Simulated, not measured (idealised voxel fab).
process module | voxel tone inversion
Displayed cross-section: cut, width of 220 nm, square cells sized 5 nm.
Cross-section spec: square-cell grid; bands listed top down; each band is one or more rows. Look at the band entry: it leads with the top's height and the bottom's height in nm. Then it lists the materials left to right, with a width in nm for each. The word "throughout" on a single material says that material fills the band edge to edge. The word "air" is empty space. Ref level 0: as-received wafer is one material below here. Bottom band extends down with no lower bound ("0 down"). The width entry "30->40" should be interpreted row by row: the top row of cells in the band takes the first number, the bottom row takes the second number, and the change between adjacent rows is uniform throughout. Any step labelled "everything unchanged" changed none of the cells in the cross-section. Voids not open to the top, 8 cells minimum: see "Sealed-off cavities". Written width x height at distance; distance is from the left edge; nm. Post-settings text on a step line: simulator's own remark regarding the step. overlay nm: right-of-plan distance of the mask on a masked step; negative values mean left-of-plan.
STEPS IN THE PROCESS PLAN
| 1 | RECEIVE | material Si |
| 2 | CONFORMAL_DEP | material SiCN | thk nm 10 |
| 3 | DIRECTIONAL_DEP | material polySi | thk nm 15 |
| 4 | PATTERN | tone cover | mask id POSTS | material resist | width nm 20 | pitch nm 50 | thk nm 20 | overlay nm 0 |
| 5 | DIRECTIONAL_ETCH | etch materials polySi | depth nm 15 |
| 6 | STRIP | etch materials resist |
| 7 | FILL_DEP | material SiO2 | thk nm 10 |
| 8 | CMP | height nm 25 |
| 9 | STRIP | etch materials polySi |
| 10 | CONFORMAL_DEP | material TiN | thk nm 5 |
| 11 | FILL_DEP | material Ru | thk nm 5 |
| 12 | CMP | height nm 25 |
| 13 | CONFORMAL_DEP | material SiN | thk nm 5 |
DELIVERED WAFER IN CROSS-SECTION: STATE AFTER STEP 1
    0 down  Si throughout
    Sealed-off cavities: none
CROSS-SECTION, END OF MODULE. START: AS ABOVE. PLAN: AS ABOVE. EXECUTION: ONE MISTAKE
    30 to 25  SiN throughout
    25 to 15  SiCN throughout
    15 to 0  polySi throughout
    0 down  Si throughout
    Sealed-off cavities: none
In executing the process, a mistake was made relative to the plan: sequence error: steps 2 and 3 interchanged
